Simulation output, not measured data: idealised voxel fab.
Process module, titled voxel gate over fins
Cross-section cut: width 145 nm, square cells of 5 nm.
Bands, listed from the top down, are how a cross-section gets written in this document; the cross-section itself is a grid of square cells, and a band is one or more rows of them.
Look at the band entry: it leads with the top's height and the bottom's height in nm. Then it lists the materials left to right, with a width in nm for each. The word "everywhere" on a single material says that material fills the band edge to edge. The word "blank" is empty space.
We count height from 0. Below that, the starting wafer is all one material. The lowest band never ends at the bottom but goes on down; see "0 nm and below" for how that is written.
Top row gets the first number, bottom row gets the second, and each row in between changes by the same step: that is how a band width like "30..40" works.
Step marked "everything unchanged"? Then no cell in the cross-section changed in it.
Closed-off voids of 8+ cells (no open route to the top) go in "Closed void listing", written width x height at distance from the left edge, in nm.
Whatever follows a step's settings on its line is a remark the simulator itself makes about that step.
overlay nm, on a step with a mask: how far to the right of its planned place the mask lay; to the left if negative

This section lists the process steps that were planned:
1,RECEIVE with material Si
2,CONFORMAL_DEP with material SiN, thk nm 10
3,DIRECTIONAL_DEP with material aC, thk nm 15
4,PATTERN with tone cover, mask id FINS, material resist, width nm 15, pitch nm 40, thk nm 35, overlay nm 0
5,DIRECTIONAL_ETCH with etch materials aC, depth nm 15
6,STRIP with etch materials resist
7,DIRECTIONAL_ETCH with etch materials SiN, depth nm 10
8,DIRECTIONAL_ETCH with etch materials Si, depth nm 30
9,STRIP with etch materials aC
10,OXIDIZE with depth nm 5
11,FILL_DEP with material SiO2, thk nm 10
12,CMP with height nm 10
13,SELECTIVE_ETCH with etch materials SiO2, depth nm 25
14,STRIP with etch materials SiN
15,CONFORMAL_DEP with material HfO2, thk nm 5
16,CONFORMAL_DEP with material TiN, thk nm 5
17,FILL_DEP with material W, thk nm 10
18,CMP with height nm 15
19,CONFORMAL_DEP with material SiN, thk nm 5

Received-state cross-section, reflecting completion of step 1:
  0 nm and below  Si everywhere
  Closed void listing: none

End state of the module in cross-section, given the above starting point and plan and one mistake in execution:
  20 nm to 15 nm  SiN everywhere
  15 nm to 10 nm  W everywhere
  10 nm to 5 nm  W=20; HfO2=25; W=15; HfO2=25; W=15; HfO2=25; W=20
  5 nm to 0 nm  W=20; HfO2=5; TiN=15; HfO2=5; W=15; HfO2=5; TiN=15; HfO2=5; W=15; HfO2=5; TiN=15; HfO2=5; W=20
  0 nm to -5 nm  W=20; HfO2=5; TiN=5; Si=5; TiN=5; HfO2=5; W=15; HfO2=5; TiN=5; Si=5; TiN=5; HfO2=5; W=15; HfO2=5; TiN=5; Si=5; TiN=5; HfO2=5; W=20
  -5 nm to -10 nm  HfO2=25; TiN=5; Si=5; TiN=5; HfO2=25; TiN=5; Si=5; TiN=5; HfO2=25; TiN=5; Si=5; TiN=5; HfO2=25
  -10 nm to -15 nm  TiN=30; Si=5; TiN=35; Si=5; TiN=35; Si=5; TiN=30
  -15 nm to -35 nm  SiO2=30; Si=5; SiO2=35; Si=5; SiO2=35; Si=5; SiO2=30
  -35 nm and below  Si everywhere
  Closed void listing: none
Which mistake was made when the wafer was run? step 15 ran in the slot meant for step 16, and vice versa
